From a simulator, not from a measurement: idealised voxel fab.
process module | voxel wiring stack
cross-section cut | 160 nm wide | cells 5 nm
A cross-section is a grid of square cells, given in bands from the top down. A band is one or more rows of cells.
Each band's line starts with the height of the band's top and of its bottom, in nm. Then come its materials from left to right, each with its width in nm. One material with "throughout" fills the band from edge to edge. "air" is empty space.
Height 0 is the level under which the wafer as received is all one material. The lowest band goes on downwards, as in "0 down".
A width such as "30 to 40" changes by the same amount from each row of cells to the next, from the band's top row to its bottom row.
"no change" after a step means that no cell of the cross-section changed.
closed voids: empty space of 8 cells or more with no open way to the top, each as width x height at its distance from the left edge, in nm
after a step's settings: what the simulator itself notes on the step
overlay nm, on a step with a mask: how far to the right of its planned place the mask lay; to the left if negative
plan
1 op RECEIVE | material Si
2 op CONFORMAL_DEP | material SiO2 | thk nm 15
3 op CONFORMAL_DEP | material SiN | thk nm 5
4 op DIRECTIONAL_DEP | material SiO2 | thk nm 15
5 op PATTERN | tone open | mask id METAL_1 | material resist | width nm 30 | pitch nm 45 | thk nm 15 | overlay nm 0
6 op DIRECTIONAL_ETCH | etch materials SiO2 | depth nm 15
7 op DIRECTIONAL_ETCH | etch materials SiN | depth nm 5
8 op STRIP | etch materials resist
9 op CONFORMAL_DEP | material TiN | thk nm 5
10 op FILL_DEP | material W | thk nm 10
11 op CMP | height nm 35
12 op CONFORMAL_DEP | material SiCN | thk nm 5
13 op DIRECTIONAL_DEP | material SiO2 | thk nm 20
14 op PATTERN | tone open | mask id PLUG_1 | material resist | width nm 15 | thk nm 15 | overlay nm 0
15 op DIRECTIONAL_ETCH | etch materials SiO2 | depth nm 20
16 op DIRECTIONAL_ETCH | etch materials SiCN | depth nm 5
17 op STRIP | etch materials resist
18 op EPI | material Ru | thk nm 10
19 op EPI | material Ru | thk nm 10
20 op EPI | material Ru | thk nm 5
21 op CONFORMAL_DEP | material SiCN | thk nm 5
22 op DIRECTIONAL_DEP | material SiO2 | thk nm 15
23 op PATTERN | tone open | mask id METAL_2 | material resist | width nm 30 | pitch nm 45 | thk nm 20 | overlay nm 0
24 op DIRECTIONAL_ETCH | etch materials SiO2 | depth nm 15
25 op DIRECTIONAL_ETCH | etch materials SiCN | depth nm 5
26 op STRIP | etch materials resist
27 op CONFORMAL_DEP | material TiN | thk nm 5
28 op FILL_DEP | material Ru | thk nm 5
29 op CMP | height nm 80
30 op CONFORMAL_DEP | material SiCN | thk nm 5
31 op DIRECTIONAL_DEP | material lowk | thk nm 15
32 op PATTERN | tone open | mask id PLUG_2 | material resist | width nm 15 | thk nm 15 | overlay nm 0
33 op DIRECTIONAL_ETCH | etch materials lowk | depth nm 15
34 op DIRECTIONAL_ETCH | etch materials SiCN | depth nm 5
35 op STRIP | etch materials resist
36 op CONFORMAL_DEP | material TiN | thk nm 5
37 op FILL_DEP | material Ru | thk nm 10
38 op CMP | height nm 100
39 op CONFORMAL_DEP | material SiN | thk nm 5
40 op DIRECTIONAL_DEP | material lowk | thk nm 25
41 op PATTERN | tone open | mask id METAL_3 | material resist | width nm 30 | pitch nm 45 | thk nm 15 | overlay nm 0
42 op DIRECTIONAL_ETCH | etch materials lowk | depth nm 25
43 op DIRECTIONAL_ETCH | etch materials SiN | depth nm 5
44 op STRIP | etch materials resist
45 op CONFORMAL_DEP | material TiN | thk nm 5
46 op FILL_DEP | material W | thk nm 10
47 op CMP | height nm 130
48 op CONFORMAL_DEP | material SiCN | thk nm 5
as received, after step 1
  0 down: Si throughout
  closed voids: none
a wafer at the end: this start, this plan, one mistake
  135 to 130: SiCN throughout
  130 to 105: lowk 40 | TiN 5 | W 20 | TiN 5 | lowk 15 | TiN 5 | W 20 | TiN 5 | lowk 45
  105 to 100: SiN 40 | TiN 30 | SiN 15 | TiN 30 | SiN 45
  100 to 85: lowk 40 | TiN 5 | Ru 5 | TiN 5 | lowk 105
  85 to 80: SiCN 40 | TiN 15 | SiCN 105
  80 to 65: SiO2 40 | TiN 5 | Ru 20 | TiN 5 | SiO2 15 | TiN 5 | Ru 20 | TiN 5 | SiO2 45
  65 to 60: SiCN 40 | TiN 30 | SiCN 15 | TiN 30 | SiCN 45
  60 to 40: SiO2 40 | Ru 15 | SiO2 105
  40 to 35: SiCN 40 | Ru 15 | SiCN 105
  35 to 30: TiN 45 | W 20 | TiN 25 | W 20 | TiN 50
  30 to 20: SiO2 40 | TiN 5 | W 20 | TiN 5 | SiO2 15 | TiN 5 | W 20 | TiN 5 | SiO2 45
  20 to 15: SiO2 40 | TiN 30 | SiO2 15 | TiN 30 | SiO2 45
  15 to 0: SiO2 throughout
  0 down: Si throughout
  closed voids: none
what went wrong: step 3 was left out
